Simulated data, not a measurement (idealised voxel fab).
Presented below is a process module, voxel spacer lines.
This is section cut - it's 300 nm across, gridded in 5 nm square cells.
Cross-sections here: square-cell grids, written as top-down lists of bands, a band being one or more rows of cells.
Within each band entry, the heights of the top and of the bottom of the band appear first, in that order and in nm; the materials of the band then follow from left to right, each with its corresponding width in nm. The designation "edge to edge" on a single material indicates that it fills the band from edge to edge; the designation "blank" indicates empty space.
All heights in this document are referenced to 0, defined as the level beneath which the wafer, as received, consists entirely of one material. The lowest band is not bounded below; it extends indefinitely downward and is written in the form "0 nm and below".
Width: "30->40" (first number = top row, second number = bottom row, same change from row to row of cells).
When a step is marked "changes: none", none of the cells in the cross-section changed during that step.
"Closed empty spaces" lists enclosed empty spaces (at least 8 cells, no open path upward to the top), each as width x height at distance from the left edge, in nm.
That trailing text on a step's line, after the settings, is the simulator's own remark on the step.
overlay nm: mask right of planned place by this much (step with mask). Neg. = left.

[So here's the lineup of process steps we planned]
| 1 | RECEIVE,material Si |
| 2 | CONFORMAL_DEP,material Al2O3,thk nm 5 |
| 3 | DIRECTIONAL_DEP,material polySi,thk nm 20 |
| 4 | DIRECTIONAL_DEP,material aC,thk nm 20 |
| 5 | PATTERN,tone cover,mask id MANDREL,material resist,width nm 25,pitch nm 80,thk nm 25,overlay nm 0 |
| 6 | DIRECTIONAL_ETCH,etch materials aC,depth nm 20 |
| 7 | STRIP,etch materials resist |
| 8 | CONFORMAL_DEP,material SiN,thk nm 15 |
| 9 | DIRECTIONAL_ETCH,etch materials SiN,depth nm 15 |
| 10 | STRIP,etch materials aC |
| 11 | DIRECTIONAL_ETCH,etch materials polySi,depth nm 20 |
| 12 | STRIP,etch materials SiN |
| 13 | FILL_DEP,material SiO2,thk nm 5 |
| 14 | CMP,height nm 25 |

[The cross-section here shows the wafer as received, i.e. in its state after step 1]
* 0 nm and below | Si edge to edge
* Closed empty spaces: none

[Run as planned - first of the two wafers cross-sectioned at the end of the module]
* 25 nm to 5 nm | 80 SiO2 / 15 polySi / 25 SiO2 / 15 polySi / 25 SiO2 / 15 polySi / 25 SiO2 / 15 polySi / 85 SiO2
* 5 nm to 0 nm | Al2O3 edge to edge
* 0 nm and below | Si edge to edge
* Closed empty spaces: none

[Second wafer through the module, sectioned at the end: same beginning and same plan as the first wafer, with one mistake in carrying it out]
* 15 nm to 5 nm | 80 SiO2 / 15 polySi / 25 SiO2 / 15 polySi / 25 SiO2 / 15 polySi / 25 SiO2 / 15 polySi / 85 SiO2
* 5 nm to 0 nm | Al2O3 edge to edge
* 0 nm and below | Si edge to edge
* Closed empty spaces: none
What went wrong in running the wafer? step 14, actual vs plan mismatch, actual run CMP,height nm 15
End of process, cell counts, second wafer against first, materials with more or fewer: SiO2 -96, polySi -24
